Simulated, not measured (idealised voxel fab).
You're looking at the process module voxel transistor to metal.
Cross-sectional view cut (width: 215 nm; square cell size: 5 nm).
We lay out every cross-section as a grid of square cells and spell it out in bands from the top down, where one band means one or more rows of cells. The entry gives the band's vertical extent as a top height and a bottom height in nm, then its horizontal make-up as materials from left to right, each with a width in nm. "blank" stands for empty space; a single material marked "everywhere" fills the band edge to edge. Heights are measured from 0, the level below which the as-received wafer is all one material; the lowest band has no bottom and continues downward, written as in "0 -> down". Width spec "30 to 40" -> top row of cells at first value, bottom row at second value, equal per-row change in between. "nothing was modified" (step): cross-section cells unchanged, all of them. Entry "Sealed void list" = empty spaces >= 8 cells with no open way to the top; each as width x height at distance, distance from left edge, all nm. Note: text after step settings on the step line = simulator remark on that step. "overlay nm" answers the question of how far to the right of plan the mask lay on a step that has a mask, and when it is negative the answer is to the left.

-- Set out below are the planned steps of the process
| 1 | RECEIVE | material Si |
| 2 | OXIDIZE | depth nm 5 |
| 3 | CONFORMAL_DEP | material SiN | thk nm 15 |
| 4 | DIRECTIONAL_DEP | material aC | thk nm 10 |
| 5 | PATTERN | tone cover | mask id ACTIVE | material resist | width nm 115 | thk nm 25 | overlay nm 0 |
| 6 | DIRECTIONAL_ETCH | etch materials aC | depth nm 10 |
| 7 | STRIP | etch materials resist |
| 8 | DIRECTIONAL_ETCH | etch materials SiN | depth nm 15 |
| 9 | DIRECTIONAL_ETCH | etch materials SiO2 | depth nm 5 |
| 10 | DIRECTIONAL_ETCH | etch materials Si | depth nm 25 |
| 11 | STRIP | etch materials aC |
| 12 | OXIDIZE | depth nm 5 |
| 13 | FILL_DEP | material SiO2 | thk nm 15 |
| 14 | CMP | height nm 15 |
| 15 | SELECTIVE_ETCH | etch materials SiO2 | depth nm 15 |
| 16 | STRIP | etch materials SiN |
| 17 | SELECTIVE_ETCH | etch materials SiO2 | depth nm 5 |
| 18 | OXIDIZE | depth nm 5 |
| 19 | DIRECTIONAL_DEP | material polySi | thk nm 20 |
| 20 | DIRECTIONAL_DEP | material SiCN | thk nm 10 |
| 21 | PATTERN | tone cover | mask id GATE | material resist | width nm 25 | thk nm 20 | overlay nm 0 |
| 22 | DIRECTIONAL_ETCH | etch materials SiCN | depth nm 20 |
| 23 | DIRECTIONAL_ETCH | etch materials polySi | depth nm 30 |
| 24 | STRIP | etch materials resist |
| 25 | CONFORMAL_DEP | material SiN | thk nm 5 |
| 26 | DIRECTIONAL_ETCH | etch materials SiN | depth nm 5 |
| 27 | DIRECTIONAL_ETCH | etch materials SiO2 | depth nm 5 |
| 28 | DIRECTIONAL_ETCH | etch materials Si | depth nm 15 |
| 29 | EPI | material SiGe | thk nm 15 |
| 30 | FILL_DEP | material SiO2 | thk nm 10 |
| 31 | CMP | height nm 15 |
| 32 | STRIP | etch materials polySi |
| 33 | SELECTIVE_ETCH | etch materials SiO2 | depth nm 5 |
| 34 | CONFORMAL_DEP | material HfO2 | thk nm 5 |
| 35 | CONFORMAL_DEP | material TiN | thk nm 5 |
| 36 | FILL_DEP | material W | thk nm 10 |
| 37 | CMP | height nm 10 |
| 38 | DIRECTIONAL_DEP | material SiO2 | thk nm 15 |
| 39 | PATTERN | tone open | mask id CONTACT | material resist | width nm 20 | pitch nm 85 | thk nm 20 | overlay nm 0 |
| 40 | DIRECTIONAL_ETCH | etch materials SiO2 | depth nm 35 |
| 41 | STRIP | etch materials resist |
| 42 | CONFORMAL_DEP | material TiN | thk nm 5 |
| 43 | FILL_DEP | material W | thk nm 10 |
| 44 | CMP | height nm 25 |
| 45 | DIRECTIONAL_DEP | material TiN | thk nm 5 |
| 46 | DIRECTIONAL_DEP | material Ru | thk nm 15 |
| 47 | PATTERN | tone cover | mask id METAL_1 | material resist | width nm 20 | pitch nm 85 | thk nm 20 | overlay nm 0 |
| 48 | DIRECTIONAL_ETCH | etch materials Ru | depth nm 15 |
| 49 | DIRECTIONAL_ETCH | etch materials TiN | depth nm 5 |
| 50 | STRIP | etch materials resist |
| 51 | CONFORMAL_DEP | material SiCN | thk nm 5 |
| 52 | FILL_DEP | material lowk | thk nm 10 |
| 53 | CMP | height nm 45 |
| 54 | CONFORMAL_DEP | material SiCN | thk nm 5 |

-- Incoming wafer in cross-section (state: after step 1)
0 -> down | Si everywhere
Sealed void list: none

-- a wafer at the end: this start, this plan, one mistake
50 -> 45 | SiCN everywhere
45 -> 30 | lowk (50), then SiCN (5), then Ru (20), then SiCN (5), then lowk (55), then SiCN (5), then Ru (20), then SiCN (5), then lowk (50)
30 -> 25 | SiCN (55), then TiN (20), then SiCN (65), then TiN (20), then SiCN (55)
25 -> 15 | SiO2 (55), then TiN (5), then W (10), then TiN (5), then SiO2 (65), then TiN (5), then W (10), then TiN (5), then SiO2 (55)
15 -> 10 | SiO2 (55), then TiN (20), then SiO2 (65), then TiN (20), then SiO2 (55)
10 -> 5 | SiO2 (55), then TiN (5), then SiGe (30), then SiN (5), then HfO2 (5), then TiN (5), then W (5), then TiN (5), then HfO2 (5), then SiN (5), then SiGe (30), then TiN (5), then SiO2 (55)
5 -> 0 | SiO2 (40), then SiGe (50), then SiN (5), then HfO2 (5), then TiN (5), then W (5), then TiN (5), then HfO2 (5), then SiN (5), then SiGe (50), then SiO2 (40)
0 -> -5 | SiO2 (40), then SiGe (50), then SiN (5), then HfO2 (5), then TiN (15), then HfO2 (5), then SiN (5), then SiGe (50), then SiO2 (40)
-5 -> -10 | SiO2 (40), then SiGe (50), then HfO2 (35), then SiGe (50), then SiO2 (40)
-10 -> -25 | SiO2 (55), then SiGe (35), then Si (35), then SiGe (35), then SiO2 (55)
-25 -> -35 | SiO2 (55), then Si (105), then SiO2 (55)
-35 -> down | Si everywhere
Sealed void list: none
Which mistake was made when the wafer was run? plan step 29 ran twice
